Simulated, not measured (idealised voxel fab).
Herein follows the process module entitled voxel capacitor over wiring.
The cross-section on display is named cut; it measures 155 nm wide, and its cells are 5 nm squares.
Cross-section, as written here: a square-cell grid given band by band from the top down, where a band holds one or more rows of cells.
Band entry format. Leading values: height of top, height of bottom, nm. Remainder: materials in left-to-right order, each with its width in nm. Special words: "edge to edge" on a single material, which then fills the band edge to edge; "blank", empty space.
Zero point of the height axis is 0; under it, received wafer = one material. Lowest band: continues down indefinitely, "0 and below".
Think of "30..40" as a width that walks from the first number to the second as you go down the band, top row to bottom row, taking equal-sized steps from row to row.
For the purposes of this document, the phrase "remained unchanged" attached to a step denotes that no cell within the cross-section was modified by that step.
"Sealed-off cavities" lists enclosed empty spaces (at least 8 cells, no open path upward to the top), each as width x height at distance from the left edge, in nm.
after a step's settings: what the simulator itself notes on the step
"overlay nm" answers the question of how far to the right of plan the mask lay on a step that has a mask, and when it is negative the answer is to the left.
### Process steps foreseen in the plan
1 RECEIVE (material Si)
2 CONFORMAL_DEP (material SiO2; thk nm 10)
3 CONFORMAL_DEP (material SiN; thk nm 5)
4 DIRECTIONAL_DEP (material SiO2; thk nm 25)
5 DIRECTIONAL_DEP (material aC; thk nm 10)
6 PATTERN (tone open; mask id METAL_1; material resist; width nm 25; pitch nm 80; thk nm 25; overlay nm 0)
7 DIRECTIONAL_ETCH (etch materials aC; depth nm 10)
8 STRIP (etch materials resist)
9 DIRECTIONAL_ETCH (etch materials SiO2; depth nm 25)
10 DIRECTIONAL_ETCH (etch materials SiN; depth nm 5)
11 STRIP (etch materials aC)
12 CONFORMAL_DEP (material TiN; thk nm 5)
13 FILL_DEP (material Cu; thk nm 5)
14 CMP (height nm 40)
15 CONFORMAL_DEP (material SiCN; thk nm 5)
16 DIRECTIONAL_DEP (material lowk; thk nm 15)
17 DIRECTIONAL_DEP (material aC; thk nm 15)
18 PATTERN (tone open; mask id PLUG_1; material resist; width nm 15; thk nm 30; overlay nm 0)
19 DIRECTIONAL_ETCH (etch materials aC; depth nm 15)
20 STRIP (etch materials resist)
21 DIRECTIONAL_ETCH (etch materials lowk; depth nm 15)
22 DIRECTIONAL_ETCH (etch materials SiCN; depth nm 5)
23 STRIP (etch materials aC)
24 EPI (material Ru; thk nm 10)
25 EPI (material Ru; thk nm 10)
26 DIRECTIONAL_DEP (material TiN; thk nm 5)
27 DIRECTIONAL_DEP (material Al2O3; thk nm 5)
28 DIRECTIONAL_DEP (material TiN; thk nm 5)
29 PATTERN (tone cover; mask id UPPER_PLATE; material resist; width nm 60; thk nm 15; overlay nm 0)
30 DIRECTIONAL_ETCH (etch materials TiN; depth nm 5)
31 DIRECTIONAL_ETCH (etch materials Al2O3; depth nm 5)
32 STRIP (etch materials resist)
33 MASKED_ETCH (tone cover; mask id LOWER_PLATE; width nm 70; etch materials TiN; depth nm 5; overlay nm 0)
34 FILL_DEP (material SiO2; thk nm 15)
35 CMP (height nm 85)
36 PATTERN (tone open; mask id PLUG_2; material resist; width nm 15; thk nm 15; overlay nm 0)
37 DIRECTIONAL_ETCH (etch materials SiO2; depth nm 10)
38 STRIP (etch materials resist)
39 CONFORMAL_DEP (material TiN; thk nm 5)
40 FILL_DEP (material W; thk nm 5)
41 CMP (height nm 85)
42 CONFORMAL_DEP (material SiN; thk nm 5)
### So this is the incoming wafer in cross-section - it's already been through step 1
    0 and below: Si edge to edge
    Sealed-off cavities: none
### a wafer at the end: this start, this plan, one mistake
    90 down to 85: SiN edge to edge
    85 down to 80: SiO2 45, then TiN 5, then W 5, then TiN 5, then SiO2 95
    80 down to 70: SiO2 45..35, then TiN 15..60, then SiO2 95..60
    70 down to 65: SiO2 30, then TiN 70, then SiO2 55
    65 down to 60: Al2O3 edge to edge
    60 down to 45: lowk 35, then Ru 15, then lowk 105
    45 down to 40: SiCN 35, then Ru 15, then SiCN 105
    40 down to 15: SiO2 25, then TiN 5, then Cu 15, then TiN 5, then SiO2 55, then TiN 5, then Cu 15, then TiN 5, then SiO2 25
    15 down to 10: SiN 25, then TiN 25, then SiN 55, then TiN 25, then SiN 25
    10 down to 0: SiO2 edge to edge
    0 and below: Si edge to edge
    Sealed-off cavities: none
In executing the process, a mistake was made relative to the plan: the intended sequence of steps 26 and 27 was reversed during processing, with each occupying the position of the other
